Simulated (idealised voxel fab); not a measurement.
Process module under the name voxel capacitor over wiring
For reference, the cross-section in this document is cut, with width 275 nm and square cells of 5 nm.
Throughout this document, each cross-section is represented as a grid of square cells and is presented as a sequence of bands enumerated from the top downward, where a band comprises one or more rows of cells. Band: top height; bottom height; in nm. Then, left to right: material with width in nm, for each material. "full width": a single material spanning edge to edge. "blank": empty space. We count height from 0. Below that, the starting wafer is all one material. The lowest band never ends at the bottom but goes on down; see "0 down" for how that is written. So if you see something like "30..40" for the width, read it as the top row of the band sitting at the first number and the bottom row at the second, with every row in between moving by the same amount as the last. The cross-section has no changed cell in any step marked "remained the same". Basically, "Sealed void listing" tells you about the enclosed voids: empty spaces with no open way to the top, 8 cells or bigger, each written width x height at distance, where distance is from the left edge, all in nm. Whatever follows a step's settings on its line is a remark the simulator itself makes about that step. A step's line can hold "overlay nm"; with a mask on that step, the setting says how far right of the planned place the mask lay, while a negative setting says it lay to the left.
# The following list gives the planned process steps
1: RECEIVE: material Si
2: CONFORMAL_DEP: material SiO2, thk nm 15
3: DIRECTIONAL_DEP: material TiN, thk nm 5
4: DIRECTIONAL_DEP: material W, thk nm 20
5: MASKED_ETCH: tone cover, mask id METAL_1, width nm 30, pitch nm 90, etch materials W, depth nm 20, overlay nm 0
6: MASKED_ETCH: tone cover, mask id METAL_1, width nm 30, pitch nm 90, etch materials TiN, depth nm 5, overlay nm 0
7: CONFORMAL_DEP: material SiN, thk nm 5
8: FILL_DEP: material lowk, thk nm 10
9: CMP: height nm 40
10: CONFORMAL_DEP: material SiCN, thk nm 5
11: DIRECTIONAL_DEP: material lowk, thk nm 15
12: MASKED_ETCH: tone open, mask id PLUG_1, width nm 15, etch materials lowk, depth nm 15, overlay nm 0
13: MASKED_ETCH: tone open, mask id PLUG_1, width nm 15, etch materials SiCN, depth nm 5, overlay nm 0
14: EPI: material Ru, thk nm 10
15: EPI: material Ru, thk nm 10
16: DIRECTIONAL_DEP: material TiN, thk nm 10
17: DIRECTIONAL_DEP: material HfO2, thk nm 5
18: DIRECTIONAL_DEP: material TiN, thk nm 10
19: MASKED_ETCH: tone cover, mask id UPPER_PLATE, width nm 65, etch materials TiN, depth nm 10, overlay nm 0
20: MASKED_ETCH: tone cover, mask id UPPER_PLATE, width nm 65, etch materials HfO2, depth nm 5, overlay nm 0
21: PATTERN: tone cover, mask id LOWER_PLATE, material resist, width nm 65, thk nm 20, overlay nm 0
22: DIRECTIONAL_ETCH: etch materials TiN, depth nm 10
23: STRIP: etch materials resist
24: FILL_DEP: material SiO2, thk nm 15
25: CMP: height nm 95
26: DIRECTIONAL_DEP: material aC, thk nm 10
27: PATTERN: tone open, mask id PLUG_2, material resist, width nm 15, thk nm 30, overlay nm 0
28: DIRECTIONAL_ETCH: etch materials aC, depth nm 10
29: STRIP: etch materials resist
30: DIRECTIONAL_ETCH: etch materials SiO2, depth nm 10
31: STRIP: etch materials aC
32: CONFORMAL_DEP: material TiN, thk nm 5
33: FILL_DEP: material Ru, thk nm 5
34: CMP: height nm 95
35: CONFORMAL_DEP: material SiN, thk nm 5
Variable across wafers: step 21 width nm (plan value is that of the first wafer; starting state common to all).
# The first of several wafers, as received after step 1, seen in section
> 0 down  Si full width
> Sealed void listing: none
# End of module: cross-section of the first of several wafers after step 35, the last step
> 100 to 95  SiN full width
> 95 to 90  SiO2: 100; TiN: 5; Ru: 5; TiN: 5; SiO2: 160
> 90 to 85  SiO2: 100; TiN: 15; SiO2: 160
> 85 to 75  SiO2: 90; TiN: 65; SiO2: 120
> 75 to 70  SiO2: 90; HfO2: 65; SiO2: 120
> 70 to 60  SiO2: 90; TiN: 65; SiO2: 120
> 60 to 45  lowk: 90; Ru: 15; lowk: 170
> 45 to 40  SiCN: 90; Ru: 15; SiCN: 170
> 40 to 20  lowk: 70; SiN: 5; W: 30; SiN: 5; lowk: 50; SiN: 5; W: 30; SiN: 5; lowk: 75
> 20 to 15  SiN: 75; TiN: 30; SiN: 60; TiN: 30; SiN: 80
> 15 to 0  SiO2 full width
> 0 down  Si full width
> Sealed void listing: none
# Cross-sectional depiction of the last of several wafers upon completion of the module
> 100 to 95  SiN full width
> 95 to 90  SiO2: 100; TiN: 5; Ru: 5; TiN: 5; SiO2: 160
> 90 to 85  SiO2: 100; TiN: 15; SiO2: 160
> 85 to 75  SiO2: 90; TiN: 65; SiO2: 120
> 75 to 70  SiO2: 90; HfO2: 65; SiO2: 120
> 70 to 60  SiO2: 80; TiN: 90; SiO2: 105
> 60 to 45  lowk: 90; Ru: 15; lowk: 170
> 45 to 40  SiCN: 90; Ru: 15; SiCN: 170
> 40 to 20  lowk: 70; SiN: 5; W: 30; SiN: 5; lowk: 50; SiN: 5; W: 30; SiN: 5; lowk: 75
> 20 to 15  SiN: 75; TiN: 30; SiN: 60; TiN: 30; SiN: 80
> 15 to 0  SiO2 full width
> 0 down  Si full width
> Sealed void listing: none
# Take any row and you have a wafer at the end of the module: how many cells of each material it has gained (+) or lost (-) since it was received, and then its closed voids
width nm 65, +13 HfO2, +13 Ru, +52 SiCN, +114 SiN, +479 SiO2, +69 TiN, +48 W, +312 lowk, Sealed void listing: none
width nm 70, +13 HfO2, +13 Ru, +52 SiCN, +114 SiN, +477 SiO2, +71 TiN, +48 W, +312 lowk, Sealed void listing: none
width nm 75, +13 HfO2, +13 Ru, +52 SiCN, +114 SiN, +475 SiO2, +73 TiN, +48 W, +312 lowk, Sealed void listing: none
width nm 80, +13 HfO2, +13 Ru, +52 SiCN, +114 SiN, +473 SiO2, +75 TiN, +48 W, +312 lowk, Sealed void listing: none
width nm 85, +13 HfO2, +13 Ru, +52 SiCN, +114 SiN, +471 SiO2, +77 TiN, +48 W, +312 lowk, Sealed void listing: none
width nm 90, +13 HfO2, +13 Ru, +52 SiCN, +114 SiN, +469 SiO2, +79 TiN, +48 W, +312 lowk, Sealed void listing: none
